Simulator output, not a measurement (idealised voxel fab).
Proc. module: voxel capacitor over wiring
Pictured: cross-section cut, 170 nm wide, on a grid of 5 nm square cells.
For the purposes of this document, a cross-section shall be understood as a grid of square cells, specified as bands listed in top-to-bottom order, each band consisting of one or more rows of cells.
First you get the band's top height and its bottom height, in nm, and then the materials it's made of, left to right, with each width in nm. If you see a single material with "edge to edge", that one covers the band edge to edge. "blank" is empty space.
Heights are measured from 0, the level below which the as-received wafer is all one material; the lowest band has no bottom and continues downward, written as in "z 0 and below".
You'd read "30..40" like this: the band's top row of cells is as wide as the first number, its bottom row is as wide as the second, and going down, every row changes width by the same amount as the row before did.
"nothing got changed" -> step changed no cross-section cell.
Empty spaces counting at least 8 cells and having no open way to the top are listed in "Enclosed void listing". The notation width x height at distance is used for each, the distance being from the left edge and all three values in nm.
What comes after the settings on a step's line is commentary from the simulator itself on that step.
overlay nm: for a step with a mask, the amount by which the mask lay right of where it was planned; a negative amount means left of it.
[Process steps (planned)]
1: RECEIVE: material Si
2: CONFORMAL_DEP: material SiO2, thk nm 10
3: CONFORMAL_DEP: material SiCN, thk nm 5
4: DIRECTIONAL_DEP: material SiO2, thk nm 25
5: DIRECTIONAL_DEP: material aC, thk nm 15
6: PATTERN: tone open, mask id METAL_1, material resist, width nm 30, pitch nm 85, thk nm 35, overlay nm 0
7: DIRECTIONAL_ETCH: etch materials aC, depth nm 15
8: STRIP: etch materials resist
9: DIRECTIONAL_ETCH: etch materials SiO2, depth nm 25
10: DIRECTIONAL_ETCH: etch materials SiCN, depth nm 5
11: STRIP: etch materials aC
12: CONFORMAL_DEP: material TiN, thk nm 5
13: FILL_DEP: material Ru, thk nm 10
14: CMP: height nm 40
15: CONFORMAL_DEP: material SiCN, thk nm 5
16: DIRECTIONAL_DEP: material lowk, thk nm 15
17: PATTERN: tone open, mask id PLUG_1, material resist, width nm 15, thk nm 20, overlay nm 0
18: DIRECTIONAL_ETCH: etch materials lowk, depth nm 15
19: DIRECTIONAL_ETCH: etch materials SiCN, depth nm 5
20: STRIP: etch materials resist
21: CONFORMAL_DEP: material TiN, thk nm 5
22: FILL_DEP: material Cu, thk nm 5
23: CMP: height nm 60
24: DIRECTIONAL_DEP: material TiN, thk nm 5
25: DIRECTIONAL_DEP: material Al2O3, thk nm 5
26: DIRECTIONAL_DEP: material TiN, thk nm 10
27: PATTERN: tone cover, mask id UPPER_PLATE, material resist, width nm 60, thk nm 20, overlay nm 0
28: DIRECTIONAL_ETCH: etch materials TiN, depth nm 10
29: DIRECTIONAL_ETCH: etch materials Al2O3, depth nm 5
30: STRIP: etch materials resist
31: DIRECTIONAL_DEP: material aC, thk nm 5
32: PATTERN: tone cover, mask id LOWER_PLATE, material resist, width nm 70, thk nm 25, overlay nm 0
33: DIRECTIONAL_ETCH: etch materials aC, depth nm 10
34: STRIP: etch materials resist
35: DIRECTIONAL_ETCH: etch materials TiN, depth nm 5
36: STRIP: etch materials aC
37: FILL_DEP: material SiO2, thk nm 20
38: CMP: height nm 95
39: DIRECTIONAL_DEP: material aC, thk nm 15
40: PATTERN: tone open, mask id PLUG_2, material resist, width nm 15, thk nm 35, overlay nm 0
41: DIRECTIONAL_ETCH: etch materials aC, depth nm 15
42: STRIP: etch materials resist
43: DIRECTIONAL_ETCH: etch materials SiO2, depth nm 15
44: STRIP: etch materials aC
45: CONFORMAL_DEP: material TiN, thk nm 5
46: FILL_DEP: material Cu, thk nm 5
47: CMP: height nm 95
48: CONFORMAL_DEP: material SiN, thk nm 5
It is noted that the wafers described herein are identical at the outset and are distinguished by the thk nm of step 31; the value stated in the plan corresponds to the first wafer.
[The first of several wafers in cross-section, exactly as it reached us after step 1]
    z 0 and below = Si edge to edge
    Enclosed void listing: none
[The rows of the table below are wafers. Looking at the end of the module, a row counts, for every material, the cells the wafer has gained, shown as (+), or lost, shown as (-), since it was received; its closed voids come next]
thk nm 5 | +12 Al2O3 | +5 Cu | +40 Ru | +53 SiCN | +34 SiN | +357 SiO2 | +86 TiN | +93 lowk | Enclosed void listing: none
thk nm 10 | +12 Al2O3 | +5 Cu | +40 Ru | +53 SiCN | +34 SiN | +357 SiO2 | +86 TiN | +93 lowk | Enclosed void listing: none
thk nm 15 | +12 Al2O3 | +5 Cu | +40 Ru | +53 SiCN | +34 SiN | +337 SiO2 | +106 TiN | +93 lowk | Enclosed void listing: none
thk nm 20 | +12 Al2O3 | +5 Cu | +40 Ru | +53 SiCN | +34 SiN | +337 SiO2 | +106 TiN | +93 lowk | Enclosed void listing: none
thk nm 25 | +12 Al2O3 | +5 Cu | +40 Ru | +53 SiCN | +34 SiN | +337 SiO2 | +106 TiN | +93 lowk | Enclosed void listing: none
